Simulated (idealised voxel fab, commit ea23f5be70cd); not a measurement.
You're looking at the process module voxel released beams.
Displayed cross-section: cut, width of 200 nm, square cells sized 5 nm.
Reading order for cross-sections: top band down to bottom band. Underlying form: a grid of square cells. Band size: one or more rows of cells.
What a band's entry tells you: where the top is and where the bottom is, as heights in nm, and after that what lies inside, material by material from left to right, each with its width in nm. Empty space is written as the word "empty", and a single material marked with the word "full width" occupies the band from edge to edge.
Where do heights start? At 0: under that level the wafer as delivered is made of one material only. And the lowest band has no floor; it just carries on downward, as in "0 and below".
The expression "30..40" gives the width at the extremes of the band, the first number at its top row of cells and the second at its bottom row, with the width changing by equal amounts from each row to the next in between.
No cell of the cross-section changed in a step that is given as "nothing changed".
In the "Cavities, closed" entry, you get each enclosed empty space of 8 cells or more, one with no open way to the top, written width x height at distance, distance from the left edge, in nm.
Heads up: the bit after the settings on a step's line is the simulator's remark on that step.
overlay nm: mask offset rightward from planned place, masked step; negative means leftward offset.

plan:
1,RECEIVE (material Si)
2,CONFORMAL_DEP (material SiN; thk nm 5)
3,DIRECTIONAL_DEP (material SiO2; thk nm 15)
4,DIRECTIONAL_DEP (material aC; thk nm 15)
5,PATTERN (tone open; mask id ANCHOR; material resist; width nm 45; thk nm 30; overlay nm 0)
6,DIRECTIONAL_ETCH (etch materials aC; depth nm 15)
7,STRIP (etch materials resist)
8,DIRECTIONAL_ETCH (etch materials SiO2; depth nm 15)
9,STRIP (etch materials aC)
10,CONFORMAL_DEP (material W; thk nm 15)
11,PATTERN (tone cover; mask id BEAM; material resist; width nm 90; thk nm 20; overlay nm 0)
12,DIRECTIONAL_ETCH (etch materials W; depth nm 15)
13,STRIP (etch materials resist)
14,STRIP (etch materials SiO2)

Shown in cross-section is the wafer as received, that is, as it stands after step 1:
- 0 and below | Si full width
- Cavities, closed: none

Cross-sectional view of the first of the two wafers upon completion of the module, processed in accordance with the plan:
- 35 down to 20 | 50 of empty  20 of W  15 of empty  55 of W  60 of empty
- 20 down to 5 | 55 of empty  45 of W  100 of empty
- 5 down to 0 | SiN full width
- 0 and below | Si full width
- Cavities, closed: none

Cross-section of the latter of the two wafers at module completion. It had an identical start and an identical plan to the former; in running it, one mistake was made:
- 35 down to 20 | 70 of SiN  15 of empty  115 of SiN
- 20 down to 5 | 55 of SiO2  45 of SiN  100 of SiO2
- 5 down to 0 | SiN full width
- 0 and below | Si full width
- Cavities, closed: none
Run error: step 10 was run on a setting that differed from the plan, and what really ran there is CONFORMAL_DEP (material SiN; thk nm 15)
Final comparison by cell count, materials where the second wafer has more or fewer than the first: 138 more of SiN | 93 more of SiO2 | 72 fewer of W
